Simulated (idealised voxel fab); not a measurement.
process module | voxel wiring stack
cross-section cut | 300 nm wide | cells 5 nm
A cross-section is a grid of square cells, given in bands from the top down. A band is one or more rows of cells.
Each band's line starts with the height of the band's top and of its bottom, in nm. Then come its materials from left to right, each with its width in nm. One material with "throughout" fills the band from edge to edge. "air" is empty space.
Height 0 is the level under which the wafer as received is all one material. The lowest band goes on downwards, as in "0 down".
A width such as "30 to 40" changes by the same amount from each row of cells to the next, from the band's top row to its bottom row.
"no change" after a step means that no cell of the cross-section changed.
closed voids: empty space of 8 cells or more with no open way to the top, each as width x height at its distance from the left edge, in nm
after a step's settings: what the simulator itself notes on the step
overlay nm, on a step with a mask: how far to the right of its planned place the mask lay; to the left if negative
Each pair below shows a cross-section before one step and the cross-section after it, down to the lowest band that changed. The line under each pair gives the step between them, with its settings. The pairs can come from different runs of this module on the same starting wafer, so a pair continues from the pair above only where its "before" says so.
before
  0 down: Si throughout
  closed voids: none
after
  10 to 0: SiO2 throughout
  below 0: unchanged
  closed voids: none
the step between: op CONFORMAL_DEP | material SiO2 | thk nm 10
before: the cross-section after the pair above
after
  15 to 10: TiN throughout
  below 10: unchanged
  closed voids: none
the step between: op DIRECTIONAL_DEP | material TiN | thk nm 5
before: the cross-section after the pair above
after
  35 to 15: W throughout
  below 15: unchanged
  closed voids: none
the step between: op DIRECTIONAL_DEP | material W | thk nm 20
before: the cross-section after the pair above
after
  55 to 35: air 75 | resist 30 | air 30 | resist 30 | air 30 | resist 30 | air 75
  below 35: unchanged
  closed voids: none
the step between: op PATTERN | tone cover | mask id METAL_1 | material resist | width nm 30 | pitch nm 60 | thk nm 20 | overlay nm 0
before: the cross-section after the pair above
after
  55 to 35: air 75 | resist 30 | air 30 | resist 30 | air 30 | resist 30 | air 75
  35 to 15: air 75 | W 30 | air 30 | W 30 | air 30 | W 30 | air 75
  below 15: unchanged
  closed voids: none
the step between: op DIRECTIONAL_ETCH | etch materials W | depth nm 20
before: the cross-section after the pair above
after
  55 to 35: air 75 | resist 30 | air 30 | resist 30 | air 30 | resist 30 | air 75
  35 to 15: air 75 | W 30 | air 30 | W 30 | air 30 | W 30 | air 75
  15 to 10: air 75 | TiN 30 | air 30 | TiN 30 | air 30 | TiN 30 | air 75
  below 10: unchanged
  closed voids: none
the step between: op DIRECTIONAL_ETCH | etch materials TiN | depth nm 5
before: the cross-section after the pair above
after
  35 to 15: air 75 | W 30 | air 30 | W 30 | air 30 | W 30 | air 75
  below 15: unchanged
  closed voids: none
the step between: op STRIP | etch materials resist
before: the cross-section after the pair above
after
  40 to 35: air 70 | SiN 40 | air 20 | SiN 40 | air 20 | SiN 40 | air 70
  35 to 15: air 70 | SiN 5 | W 30 | SiN 5 | air 20 | SiN 5 | W 30 | SiN 5 | air 20 | SiN 5 | W 30 | SiN 5 | air 70
  15 to 10: SiN 75 | TiN 30 | SiN 30 | TiN 30 | SiN 30 | TiN 30 | SiN 75
  below 10: unchanged
  closed voids: none
the step between: op CONFORMAL_DEP | material SiN | thk nm 5
before: the cross-section after the pair above
after
  45 to 40: SiO2 throughout
  40 to 35: SiO2 70 | SiN 40 | SiO2 20 | SiN 40 | SiO2 20 | SiN 40 | SiO2 70
  35 to 15: SiO2 70 | SiN 5 | W 30 | SiN 5 | SiO2 20 | SiN 5 | W 30 | SiN 5 | SiO2 20 | SiN 5 | W 30 | SiN 5 | SiO2 70
  below 15: unchanged
  closed voids: none
the step between: op FILL_DEP | material SiO2 | thk nm 5
before: the cross-section after the pair above
after
  35 to 15: SiO2 70 | SiN 5 | W 30 | SiN 5 | SiO2 20 | SiN 5 | W 30 | SiN 5 | SiO2 20 | SiN 5 | W 30 | SiN 5 | SiO2 70
  below 15: unchanged
  closed voids: none
the step between: op CMP | height nm 35
before: the cross-section after the pair above
after
  40 to 35: SiCN throughout
  below 35: unchanged
  closed voids: none
the step between: op CONFORMAL_DEP | material SiCN | thk nm 5
before: the cross-section after the pair above
after
  70 to 40: SiO2 throughout
  below 40: unchanged
  closed voids: none
the step between: op DIRECTIONAL_DEP | material SiO2 | thk nm 30
before: the cross-section after the pair above
after
  70 to 40: SiO2 75 | air 15 | SiO2 45 | air 15 | SiO2 45 | air 15 | SiO2 90
  below 40: unchanged
  closed voids: none
the step between: op MASKED_ETCH | tone open | mask id METAL_2_HOLES | width nm 15 | pitch nm 60 | etch materials SiO2 | depth nm 30 | overlay nm 0
before: the cross-section after the pair above
after
  85 to 70: resist 75 | air 30 | resist 30 | air 30 | resist 30 | air 30 | resist 75
  below 70: unchanged
  closed voids: none
the step between: op PATTERN | tone open | mask id METAL_2 | material resist | width nm 30 | pitch nm 60 | thk nm 15 | overlay nm 0
before: the cross-section after the pair above
after
  85 to 70: resist 75 | air 30 | resist 30 | air 30 | resist 30 | air 30 | resist 75
  70 to 55: SiO2 75 | air 30 | SiO2 30 | air 30 | SiO2 30 | air 30 | SiO2 75
  below 55: unchanged
  closed voids: none
the step between: op DIRECTIONAL_ETCH | etch materials SiO2 | depth nm 15
before: the cross-section after the pair above
after
  85 to 70: resist 75 | air 30 | resist 30 | air 30 | resist 30 | air 30 | resist 75
  70 to 55: SiO2 75 | air 30 | SiO2 30 | air 30 | SiO2 30 | air 30 | SiO2 75
  55 to 40: SiO2 75 | air 15 | SiO2 45 | air 15 | SiO2 45 | air 15 | SiO2 90
  40 to 35: SiCN 75 | air 15 | SiCN 45 | air 15 | SiCN 45 | air 15 | SiCN 90
  below 35: unchanged
  closed voids: none
the step between: op DIRECTIONAL_ETCH | etch materials SiCN | depth nm 5
before: the cross-section after the pair above
after
  70 to 55: SiO2 75 | air 30 | SiO2 30 | air 30 | SiO2 30 | air 30 | SiO2 75
  below 55: unchanged
  closed voids: none
the step between: op STRIP | etch materials resist
before: the cross-section after the pair above
after
  75 to 70: TiN 80 | air 20 | TiN 40 | air 20 | TiN 40 | air 20 | TiN 80
  70 to 60: SiO2 75 | TiN 5 | air 20 | TiN 5 | SiO2 30 | TiN 5 | air 20 | TiN 5 | SiO2 30 | TiN 5 | air 20 | TiN 5 | SiO2 75
  60 to 55: SiO2 75 | TiN 5 | air 5 | TiN 20 | SiO2 30 | TiN 5 | air 5 | TiN 20 | SiO2 30 | TiN 5 | air 5 | TiN 20 | SiO2 75
  55 to 40: SiO2 75 | TiN 5 | air 5 | TiN 5 | SiO2 45 | TiN 5 | air 5 | TiN 5 | SiO2 45 | TiN 5 | air 5 | TiN 5 | SiO2 90
  40 to 35: SiCN 75 | TiN 15 | SiCN 45 | TiN 15 | SiCN 45 | TiN 15 | SiCN 90
  below 35: unchanged
  closed voids: none
the step between: op CONFORMAL_DEP | material TiN | thk nm 5
before: the cross-section after the pair above
after
  85 to 75: Cu throughout
  75 to 70: TiN 80 | Cu 20 | TiN 40 | Cu 20 | TiN 40 | Cu 20 | TiN 80
  70 to 60: SiO2 75 | TiN 5 | Cu 20 | TiN 5 | SiO2 30 | TiN 5 | Cu 20 | TiN 5 | SiO2 30 | TiN 5 | Cu 20 | TiN 5 | SiO2 75
  60 to 55: SiO2 75 | TiN 5 | Cu 5 | TiN 20 | SiO2 30 | TiN 5 | Cu 5 | TiN 20 | SiO2 30 | TiN 5 | Cu 5 | TiN 20 | SiO2 75
  55 to 40: SiO2 75 | TiN 5 | Cu 5 | TiN 5 | SiO2 45 | TiN 5 | Cu 5 | TiN 5 | SiO2 45 | TiN 5 | Cu 5 | TiN 5 | SiO2 90
  below 40: unchanged
  closed voids: none
the step between: op FILL_DEP | material Cu | thk nm 10
before: the cross-section after the pair above
after
  70 to 60: SiO2 75 | TiN 5 | Cu 20 | TiN 5 | SiO2 30 | TiN 5 | Cu 20 | TiN 5 | SiO2 30 | TiN 5 | Cu 20 | TiN 5 | SiO2 75
  below 60: unchanged
  closed voids: none
the step between: op CMP | height nm 70
before: the cross-section after the pair above
after
  75 to 70: SiCN throughout
  below 70: unchanged
  closed voids: none
the step between: op CONFORMAL_DEP | material SiCN | thk nm 5
before
  0 down: Si throughout
  closed voids: none
after
  5 to 0: TiN throughout
  below 0: unchanged
  closed voids: none
the step between: op DIRECTIONAL_DEP | material TiN | thk nm 5
before: the cross-section after the pair above
after
  25 to 5: W throughout
  below 5: unchanged
  closed voids: none
the step between: op DIRECTIONAL_DEP | material W | thk nm 20
before: the cross-section after the pair above
after
  45 to 25: air 75 | resist 30 | air 30 | resist 30 | air 30 | resist 30 | air 75
  below 25: unchanged
  closed voids: none
the step between: op PATTERN | tone cover | mask id METAL_1 | material resist | width nm 30 | pitch nm 60 | thk nm 20 | overlay nm 0
before: the cross-section after the pair above
after
  45 to 25: air 75 | resist 30 | air 30 | resist 30 | air 30 | resist 30 | air 75
  25 to 5: air 75 | W 30 | air 30 | W 30 | air 30 | W 30 | air 75
  below 5: unchanged
  closed voids: none
the step between: op DIRECTIONAL_ETCH | etch materials W | depth nm 20
before: the cross-section after the pair above
after
  45 to 25: air 75 | resist 30 | air 30 | resist 30 | air 30 | resist 30 | air 75
  25 to 5: air 75 | W 30 | air 30 | W 30 | air 30 | W 30 | air 75
  5 to 0: air 75 | TiN 30 | air 30 | TiN 30 | air 30 | TiN 30 | air 75
  below 0: unchanged
  closed voids: none
the step between: op DIRECTIONAL_ETCH | etch materials TiN | depth nm 5
before: the cross-section after the pair above
after
  25 to 5: air 75 | W 30 | air 30 | W 30 | air 30 | W 30 | air 75
  below 5: unchanged
  closed voids: none
the step between: op STRIP | etch materials resist
before: the cross-section after the pair above
after
  30 to 25: air 70 | SiN 40 | air 20 | SiN 40 | air 20 | SiN 40 | air 70
  25 to 5: air 70 | SiN 5 | W 30 | SiN 5 | air 20 | SiN 5 | W 30 | SiN 5 | air 20 | SiN 5 | W 30 | SiN 5 | air 70
  5 to 0: SiN 75 | TiN 30 | SiN 30 | TiN 30 | SiN 30 | TiN 30 | SiN 75
  below 0: unchanged
  closed voids: none
the step between: op CONFORMAL_DEP | material SiN | thk nm 5
before: the cross-section after the pair above
after
  35 to 30: SiO2 throughout
  30 to 25: SiO2 70 | SiN 40 | SiO2 20 | SiN 40 | SiO2 20 | SiN 40 | SiO2 70
  25 to 5: SiO2 70 | SiN 5 | W 30 | SiN 5 | SiO2 20 | SiN 5 | W 30 | SiN 5 | SiO2 20 | SiN 5 | W 30 | SiN 5 | SiO2 70
  below 5: unchanged
  closed voids: none
the step between: op FILL_DEP | material SiO2 | thk nm 5
before: the cross-section after the pair above
after
  40 to 35: SiCN throughout
  below 35: unchanged
  closed voids: none
the step between: op CONFORMAL_DEP | material SiCN | thk nm 5
before: the cross-section after the pair above
after
  70 to 40: SiO2 throughout
  below 40: unchanged
  closed voids: none
the step between: op DIRECTIONAL_DEP | material SiO2 | thk nm 30
before: the cross-section after the pair above
after
  70 to 40: SiO2 75 | air 15 | SiO2 45 | air 15 | SiO2 45 | air 15 | SiO2 90
  below 40: unchanged
  closed voids: none
the step between: op MASKED_ETCH | tone open | mask id METAL_2_HOLES | width nm 15 | pitch nm 60 | etch materials SiO2 | depth nm 30 | overlay nm 0
before: the cross-section after the pair above
after
  85 to 70: resist 75 | air 30 | resist 30 | air 30 | resist 30 | air 30 | resist 75
  below 70: unchanged
  closed voids: none
the step between: op PATTERN | tone open | mask id METAL_2 | material resist | width nm 30 | pitch nm 60 | thk nm 15 | overlay nm 0
before: the cross-section after the pair above
after
  85 to 70: resist 75 | air 30 | resist 30 | air 30 | resist 30 | air 30 | resist 75
  70 to 55: SiO2 75 | air 30 | SiO2 30 | air 30 | SiO2 30 | air 30 | SiO2 75
  below 55: unchanged
  closed voids: none
the step between: op DIRECTIONAL_ETCH | etch materials SiO2 | depth nm 15
before: the cross-section after the pair above
after
  85 to 70: resist 75 | air 30 | resist 30 | air 30 | resist 30 | air 30 | resist 75
  70 to 55: SiO2 75 | air 30 | SiO2 30 | air 30 | SiO2 30 | air 30 | SiO2 75
  55 to 40: SiO2 75 | air 15 | SiO2 45 | air 15 | SiO2 45 | air 15 | SiO2 90
  40 to 35: SiCN 75 | air 15 | SiCN 45 | air 15 | SiCN 45 | air 15 | SiCN 90
  below 35: unchanged
  closed voids: none
the step between: op DIRECTIONAL_ETCH | etch materials SiCN | depth nm 5
before: the cross-section after the pair above
after
  70 to 55: SiO2 75 | air 30 | SiO2 30 | air 30 | SiO2 30 | air 30 | SiO2 75
  below 55: unchanged
  closed voids: none
the step between: op STRIP | etch materials resist
before: the cross-section after the pair above
after
  75 to 70: TiN 80 | air 20 | TiN 40 | air 20 | TiN 40 | air 20 | TiN 80
  70 to 60: SiO2 75 | TiN 5 | air 20 | TiN 5 | SiO2 30 | TiN 5 | air 20 | TiN 5 | SiO2 30 | TiN 5 | air 20 | TiN 5 | SiO2 75
  60 to 55: SiO2 75 | TiN 5 | air 5 | TiN 20 | SiO2 30 | TiN 5 | air 5 | TiN 20 | SiO2 30 | TiN 5 | air 5 | TiN 20 | SiO2 75
  55 to 40: SiO2 75 | TiN 5 | air 5 | TiN 5 | SiO2 45 | TiN 5 | air 5 | TiN 5 | SiO2 45 | TiN 5 | air 5 | TiN 5 | SiO2 90
  40 to 35: SiCN 75 | TiN 15 | SiCN 45 | TiN 15 | SiCN 45 | TiN 15 | SiCN 90
  below 35: unchanged
  closed voids: none
the step between: op CONFORMAL_DEP | material TiN | thk nm 5
before: the cross-section after the pair above
after
  85 to 75: Cu throughout
  75 to 70: TiN 80 | Cu 20 | TiN 40 | Cu 20 | TiN 40 | Cu 20 | TiN 80
  70 to 60: SiO2 75 | TiN 5 | Cu 20 | TiN 5 | SiO2 30 | TiN 5 | Cu 20 | TiN 5 | SiO2 30 | TiN 5 | Cu 20 | TiN 5 | SiO2 75
  60 to 55: SiO2 75 | TiN 5 | Cu 5 | TiN 20 | SiO2 30 | TiN 5 | Cu 5 | TiN 20 | SiO2 30 | TiN 5 | Cu 5 | TiN 20 | SiO2 75
  55 to 40: SiO2 75 | TiN 5 | Cu 5 | TiN 5 | SiO2 45 | TiN 5 | Cu 5 | TiN 5 | SiO2 45 | TiN 5 | Cu 5 | TiN 5 | SiO2 90
  below 40: unchanged
  closed voids: none
the step between: op FILL_DEP | material Cu | thk nm 10
before: the cross-section after the pair above
after
  70 to 60: SiO2 75 | TiN 5 | Cu 20 | TiN 5 | SiO2 30 | TiN 5 | Cu 20 | TiN 5 | SiO2 30 | TiN 5 | Cu 20 | TiN 5 | SiO2 75
  below 60: unchanged
  closed voids: none
the step between: op CMP | height nm 70
before: the cross-section after the pair above
after
  75 to 70: SiCN throughout
  below 70: unchanged
  closed voids: none
the step between: op CONFORMAL_DEP | material SiCN | thk nm 5
before
  70 to 40: SiO2 throughout
  40 to 35: SiCN throughout
  35 to 15: SiO2 70 | SiN 5 | W 30 | SiN 5 | SiO2 20 | SiN 5 | W 30 | SiN 5 | SiO2 20 | SiN 5 | W 30 | SiN 5 | SiO2 70
  15 to 10: SiN 75 | TiN 30 | SiN 30 | TiN 30 | SiN 30 | TiN 30 | SiN 75
  10 to 0: SiO2 throughout
  0 down: Si throughout
  closed voids: none
after
  100 to 40: SiO2 throughout
  below 40: unchanged
  closed voids: none
the step between: op DIRECTIONAL_DEP | material SiO2 | thk nm 30
before: the cross-section after the pair above
after
  100 to 70: SiO2 75 | air 15 | SiO2 45 | air 15 | SiO2 45 | air 15 | SiO2 90
  below 70: unchanged
  closed voids: none
the step between: op MASKED_ETCH | tone open | mask id METAL_2_HOLES | width nm 15 | pitch nm 60 | etch materials SiO2 | depth nm 30 | overlay nm 0
before: the cross-section after the pair above
after
  115 to 100: resist 75 | air 30 | resist 30 | air 30 | resist 30 | air 30 | resist 75
  below 100: unchanged
  closed voids: none
the step between: op PATTERN | tone open | mask id METAL_2 | material resist | width nm 30 | pitch nm 60 | thk nm 15 | overlay nm 0
before: the cross-section after the pair above
after
  115 to 100: resist 75 | air 30 | resist 30 | air 30 | resist 30 | air 30 | resist 75
  100 to 85: SiO2 75 | air 30 | SiO2 30 | air 30 | SiO2 30 | air 30 | SiO2 75
  85 to 55: SiO2 75 | air 15 | SiO2 45 | air 15 | SiO2 45 | air 15 | SiO2 90
  below 55: unchanged
  closed voids: none
the step between: op DIRECTIONAL_ETCH | etch materials SiO2 | depth nm 15
before: the cross-section after the pair above
after
  100 to 85: SiO2 75 | air 30 | SiO2 30 | air 30 | SiO2 30 | air 30 | SiO2 75
  below 85: unchanged
  closed voids: none
the step between: op STRIP | etch materials resist
before: the cross-section after the pair above
after
  105 to 100: TiN 80 | air 20 | TiN 40 | air 20 | TiN 40 | air 20 | TiN 80
  100 to 90: SiO2 75 | TiN 5 | air 20 | TiN 5 | SiO2 30 | TiN 5 | air 20 | TiN 5 | SiO2 30 | TiN 5 | air 20 | TiN 5 | SiO2 75
  90 to 85: SiO2 75 | TiN 5 | air 5 | TiN 20 | SiO2 30 | TiN 5 | air 5 | TiN 20 | SiO2 30 | TiN 5 | air 5 | TiN 20 | SiO2 75
  85 to 60: SiO2 75 | TiN 5 | air 5 | TiN 5 | SiO2 45 | TiN 5 | air 5 | TiN 5 | SiO2 45 | TiN 5 | air 5 | TiN 5 | SiO2 90
  60 to 55: SiO2 75 | TiN 15 | SiO2 45 | TiN 15 | SiO2 45 | TiN 15 | SiO2 90
  below 55: unchanged
  closed voids: none
the step between: op CONFORMAL_DEP | material TiN | thk nm 5
before: the cross-section after the pair above
after
  115 to 105: Cu throughout
  105 to 100: TiN 80 | Cu 20 | TiN 40 | Cu 20 | TiN 40 | Cu 20 | TiN 80
  100 to 90: SiO2 75 | TiN 5 | Cu 20 | TiN 5 | SiO2 30 | TiN 5 | Cu 20 | TiN 5 | SiO2 30 | TiN 5 | Cu 20 | TiN 5 | SiO2 75
  90 to 85: SiO2 75 | TiN 5 | Cu 5 | TiN 20 | SiO2 30 | TiN 5 | Cu 5 | TiN 20 | SiO2 30 | TiN 5 | Cu 5 | TiN 20 | SiO2 75
  85 to 60: SiO2 75 | TiN 5 | Cu 5 | TiN 5 | SiO2 45 | TiN 5 | Cu 5 | TiN 5 | SiO2 45 | TiN 5 | Cu 5 | TiN 5 | SiO2 90
  below 60: unchanged
  closed voids: none
the step between: op FILL_DEP | material Cu | thk nm 10
before: the cross-section after the pair above
after
  70 to 60: SiO2 75 | TiN 5 | Cu 5 | TiN 5 | SiO2 45 | TiN 5 | Cu 5 | TiN 5 | SiO2 45 | TiN 5 | Cu 5 | TiN 5 | SiO2 90
  below 60: unchanged
  closed voids: none
the step between: op CMP | height nm 70
before: the cross-section after the pair above
after
  75 to 70: SiCN throughout
  below 70: unchanged
  closed voids: none
the step between: op CONFORMAL_DEP | material SiCN | thk nm 5
before
  10 to 0: SiO2 throughout
  0 down: Si throughout
  closed voids: none
after
  30 to 10: W throughout
  below 10: unchanged
  closed voids: none
the step between: op DIRECTIONAL_DEP | material W | thk nm 20
before: the cross-section after the pair above
after
  35 to 30: TiN throughout
  below 30: unchanged
  closed voids: none
the step between: op DIRECTIONAL_DEP | material TiN | thk nm 5
before: the cross-section after the pair above
after
  55 to 35: air 75 | resist 30 | air 30 | resist 30 | air 30 | resist 30 | air 75
  below 35: unchanged
  closed voids: none
the step between: op PATTERN | tone cover | mask id METAL_1 | material resist | width nm 30 | pitch nm 60 | thk nm 20 | overlay nm 0
before: the cross-section after the pair above
after
  55 to 35: air 75 | resist 30 | air 30 | resist 30 | air 30 | resist 30 | air 75
  35 to 30: air 75 | TiN 30 | air 30 | TiN 30 | air 30 | TiN 30 | air 75
  below 30: unchanged
  closed voids: none
the step between: op DIRECTIONAL_ETCH | etch materials TiN | depth nm 5
before: the cross-section after the pair above
after
  35 to 30: air 75 | TiN 30 | air 30 | TiN 30 | air 30 | TiN 30 | air 75
  below 30: unchanged
  closed voids: none
the step between: op STRIP | etch materials resist
before: the cross-section after the pair above
after
  40 to 35: air 70 | SiN 40 | air 20 | SiN 40 | air 20 | SiN 40 | air 70
  35 to 30: SiN 75 | TiN 30 | SiN 30 | TiN 30 | SiN 30 | TiN 30 | SiN 75
  below 30: unchanged
  closed voids: none
the step between: op CONFORMAL_DEP | material SiN | thk nm 5
before: the cross-section after the pair above
after
  45 to 40: SiO2 throughout
  40 to 35: SiO2 70 | SiN 40 | SiO2 20 | SiN 40 | SiO2 20 | SiN 40 | SiO2 70
  below 35: unchanged
  closed voids: none
the step between: op FILL_DEP | material SiO2 | thk nm 5
before: the cross-section after the pair above
after
  35 to 30: SiN 75 | TiN 30 | SiN 30 | TiN 30 | SiN 30 | TiN 30 | SiN 75
  below 30: unchanged
  closed voids: none
the step between: op CMP | height nm 35
before: the cross-section after the pair above
after
  40 to 35: SiCN throughout
  below 35: unchanged
  closed voids: none
the step between: op CONFORMAL_DEP | material SiCN | thk nm 5
before: the cross-section after the pair above
after
  70 to 40: SiO2 throughout
  below 40: unchanged
  closed voids: none
the step between: op DIRECTIONAL_DEP | material SiO2 | thk nm 30
before: the cross-section after the pair above
after
  70 to 40: SiO2 75 | air 15 | SiO2 45 | air 15 | SiO2 45 | air 15 | SiO2 90
  below 40: unchanged
  closed voids: none
the step between: op MASKED_ETCH | tone open | mask id METAL_2_HOLES | width nm 15 | pitch nm 60 | etch materials SiO2 | depth nm 30 | overlay nm 0
before: the cross-section after the pair above
after
  85 to 70: resist 75 | air 30 | resist 30 | air 30 | resist 30 | air 30 | resist 75
  below 70: unchanged
  closed voids: none
the step between: op PATTERN | tone open | mask id METAL_2 | material resist | width nm 30 | pitch nm 60 | thk nm 15 | overlay nm 0
before: the cross-section after the pair above
after
  85 to 70: resist 75 | air 30 | resist 30 | air 30 | resist 30 | air 30 | resist 75
  70 to 55: SiO2 75 | air 30 | SiO2 30 | air 30 | SiO2 30 | air 30 | SiO2 75
  below 55: unchanged
  closed voids: none
the step between: op DIRECTIONAL_ETCH | etch materials SiO2 | depth nm 15
before: the cross-section after the pair above
after
  85 to 70: resist 75 | air 30 | resist 30 | air 30 | resist 30 | air 30 | resist 75
  70 to 55: SiO2 75 | air 30 | SiO2 30 | air 30 | SiO2 30 | air 30 | SiO2 75
  55 to 40: SiO2 75 | air 15 | SiO2 45 | air 15 | SiO2 45 | air 15 | SiO2 90
  40 to 35: SiCN 75 | air 15 | SiCN 45 | air 15 | SiCN 45 | air 15 | SiCN 90
  below 35: unchanged
  closed voids: none
the step between: op DIRECTIONAL_ETCH | etch materials SiCN | depth nm 5
before: the cross-section after the pair above
after
  70 to 55: SiO2 75 | air 30 | SiO2 30 | air 30 | SiO2 30 | air 30 | SiO2 75
  below 55: unchanged
  closed voids: none
the step between: op STRIP | etch materials resist
before: the cross-section after the pair above
after
  75 to 70: TiN 80 | air 20 | TiN 40 | air 20 | TiN 40 | air 20 | TiN 80
  70 to 60: SiO2 75 | TiN 5 | air 20 | TiN 5 | SiO2 30 | TiN 5 | air 20 | TiN 5 | SiO2 30 | TiN 5 | air 20 | TiN 5 | SiO2 75
  60 to 55: SiO2 75 | TiN 5 | air 5 | TiN 20 | SiO2 30 | TiN 5 | air 5 | TiN 20 | SiO2 30 | TiN 5 | air 5 | TiN 20 | SiO2 75
  55 to 40: SiO2 75 | TiN 5 | air 5 | TiN 5 | SiO2 45 | TiN 5 | air 5 | TiN 5 | SiO2 45 | TiN 5 | air 5 | TiN 5 | SiO2 90
  40 to 35: SiCN 75 | TiN 15 | SiCN 45 | TiN 15 | SiCN 45 | TiN 15 | SiCN 90
  below 35: unchanged
  closed voids: none
the step between: op CONFORMAL_DEP | material TiN | thk nm 5
before: the cross-section after the pair above
after
  85 to 75: Cu throughout
  75 to 70: TiN 80 | Cu 20 | TiN 40 | Cu 20 | TiN 40 | Cu 20 | TiN 80
  70 to 60: SiO2 75 | TiN 5 | Cu 20 | TiN 5 | SiO2 30 | TiN 5 | Cu 20 | TiN 5 | SiO2 30 | TiN 5 | Cu 20 | TiN 5 | SiO2 75
  60 to 55: SiO2 75 | TiN 5 | Cu 5 | TiN 20 | SiO2 30 | TiN 5 | Cu 5 | TiN 20 | SiO2 30 | TiN 5 | Cu 5 | TiN 20 | SiO2 75
  55 to 40: SiO2 75 | TiN 5 | Cu 5 | TiN 5 | SiO2 45 | TiN 5 | Cu 5 | TiN 5 | SiO2 45 | TiN 5 | Cu 5 | TiN 5 | SiO2 90
  below 40: unchanged
  closed voids: none
the step between: op FILL_DEP | material Cu | thk nm 10
before: the cross-section after the pair above
after
  70 to 60: SiO2 75 | TiN 5 | Cu 20 | TiN 5 | SiO2 30 | TiN 5 | Cu 20 | TiN 5 | SiO2 30 | TiN 5 | Cu 20 | TiN 5 | SiO2 75
  below 60: unchanged
  closed voids: none
the step between: op CMP | height nm 70
before: the cross-section after the pair above
after
  75 to 70: SiCN throughout
  below 70: unchanged
  closed voids: none
the step between: op CONFORMAL_DEP | material SiCN | thk nm 5
before
  85 to 75: Cu throughout
  75 to 70: TiN 80 | Cu 20 | TiN 40 | Cu 20 | TiN 40 | Cu 20 | TiN 80
  70 to 60: SiO2 75 | TiN 5 | Cu 20 | TiN 5 | SiO2 30 | TiN 5 | Cu 20 | TiN 5 | SiO2 30 | TiN 5 | Cu 20 | TiN 5 | SiO2 75
  60 to 55: SiO2 75 | TiN 5 | Cu 5 | TiN 20 | SiO2 30 | TiN 5 | Cu 5 | TiN 20 | SiO2 30 | TiN 5 | Cu 5 | TiN 20 | SiO2 75
  55 to 40: SiO2 75 | TiN 5 | Cu 5 | TiN 5 | SiO2 45 | TiN 5 | Cu 5 | TiN 5 | SiO2 45 | TiN 5 | Cu 5 | TiN 5 | SiO2 90
  40 to 35: SiCN 75 | TiN 15 | SiCN 45 | TiN 15 | SiCN 45 | TiN 15 | SiCN 90
  35 to 15: SiO2 70 | SiN 5 | W 30 | SiN 5 | SiO2 20 | SiN 5 | W 30 | SiN 5 | SiO2 20 | SiN 5 | W 30 | SiN 5 | SiO2 70
  15 to 10: SiN 75 | TiN 30 | SiN 30 | TiN 30 | SiN 30 | TiN 30 | SiN 75
  10 to 0: SiO2 throughout
  0 down: Si throughout
  closed voids: none
after
  80 to 75: Cu throughout
  below 75: unchanged
  closed voids: none
the step between: op CMP | height nm 80
before: the cross-section after the pair above
after
  85 to 80: SiCN throughout
  below 80: unchanged
  closed voids: none
the step between: op CONFORMAL_DEP | material SiCN | thk nm 5
before
  35 to 15: W throughout
  15 to 10: TiN throughout
  10 to 0: SiO2 throughout
  0 down: Si throughout
  closed voids: none
after
  55 to 35: air 70 | resist 40 | air 20 | resist 40 | air 20 | resist 40 | air 70
  below 35: unchanged
  closed voids: none
the step between: op PATTERN | tone cover | mask id METAL_1 | material resist | width nm 40 | pitch nm 60 | thk nm 20 | overlay nm 0
before: the cross-section after the pair above
after
  55 to 35: air 70 | resist 40 | air 20 | resist 40 | air 20 | resist 40 | air 70
  35 to 15: air 70 | W 40 | air 20 | W 40 | air 20 | W 40 | air 70
  below 15: unchanged
  closed voids: none
the step between: op DIRECTIONAL_ETCH | etch materials W | depth nm 20
before: the cross-section after the pair above
after
  55 to 35: air 70 | resist 40 | air 20 | resist 40 | air 20 | resist 40 | air 70
  35 to 15: air 70 | W 40 | air 20 | W 40 | air 20 | W 40 | air 70
  15 to 10: air 70 | TiN 40 | air 20 | TiN 40 | air 20 | TiN 40 | air 70
  below 10: unchanged
  closed voids: none
the step between: op DIRECTIONAL_ETCH | etch materials TiN | depth nm 5
before: the cross-section after the pair above
after
  35 to 15: air 70 | W 40 | air 20 | W 40 | air 20 | W 40 | air 70
  below 15: unchanged
  closed voids: none
the step between: op STRIP | etch materials resist
before: the cross-section after the pair above
after
  40 to 35: air 65 | SiN 50 | air 10 | SiN 50 | air 10 | SiN 50 | air 65
  35 to 15: air 65 | SiN 5 | W 40 | SiN 5 | air 10 | SiN 5 | W 40 | SiN 5 | air 10 | SiN 5 | W 40 | SiN 5 | air 65
  15 to 10: SiN 70 | TiN 40 | SiN 20 | TiN 40 | SiN 20 | TiN 40 | SiN 70
  below 10: unchanged
  closed voids: none
the step between: op CONFORMAL_DEP | material SiN | thk nm 5
before: the cross-section after the pair above
after
  45 to 40: SiO2 throughout
  40 to 35: SiO2 65 | SiN 50 | SiO2 10 | SiN 50 | SiO2 10 | SiN 50 | SiO2 65
  35 to 15: SiO2 65 | SiN 5 | W 40 | SiN 5 | SiO2 10 | SiN 5 | W 40 | SiN 5 | SiO2 10 | SiN 5 | W 40 | SiN 5 | SiO2 65
  below 15: unchanged
  closed voids: none
the step between: op FILL_DEP | material SiO2 | thk nm 5
before: the cross-section after the pair above
after
  35 to 15: SiO2 65 | SiN 5 | W 40 | SiN 5 | SiO2 10 | SiN 5 | W 40 | SiN 5 | SiO2 10 | SiN 5 | W 40 | SiN 5 | SiO2 65
  below 15: unchanged
  closed voids: none
the step between: op CMP | height nm 35
before: the cross-section after the pair above
after
  40 to 35: SiCN throughout
  below 35: unchanged
  closed voids: none
the step between: op CONFORMAL_DEP | material SiCN | thk nm 5
before: the cross-section after the pair above
after
  70 to 40: SiO2 throughout
  below 40: unchanged
  closed voids: none
the step between: op DIRECTIONAL_DEP | material SiO2 | thk nm 30
before: the cross-section after the pair above
after
  70 to 40: SiO2 75 | air 15 | SiO2 45 | air 15 | SiO2 45 | air 15 | SiO2 90
  below 40: unchanged
  closed voids: none
the step between: op MASKED_ETCH | tone open | mask id METAL_2_HOLES | width nm 15 | pitch nm 60 | etch materials SiO2 | depth nm 30 | overlay nm 0
before: the cross-section after the pair above
after
  85 to 70: resist 75 | air 30 | resist 30 | air 30 | resist 30 | air 30 | resist 75
  below 70: unchanged
  closed voids: none
the step between: op PATTERN | tone open | mask id METAL_2 | material resist | width nm 30 | pitch nm 60 | thk nm 15 | overlay nm 0
before: the cross-section after the pair above
after
  85 to 70: resist 75 | air 30 | resist 30 | air 30 | resist 30 | air 30 | resist 75
  70 to 55: SiO2 75 | air 30 | SiO2 30 | air 30 | SiO2 30 | air 30 | SiO2 75
  below 55: unchanged
  closed voids: none
the step between: op DIRECTIONAL_ETCH | etch materials SiO2 | depth nm 15
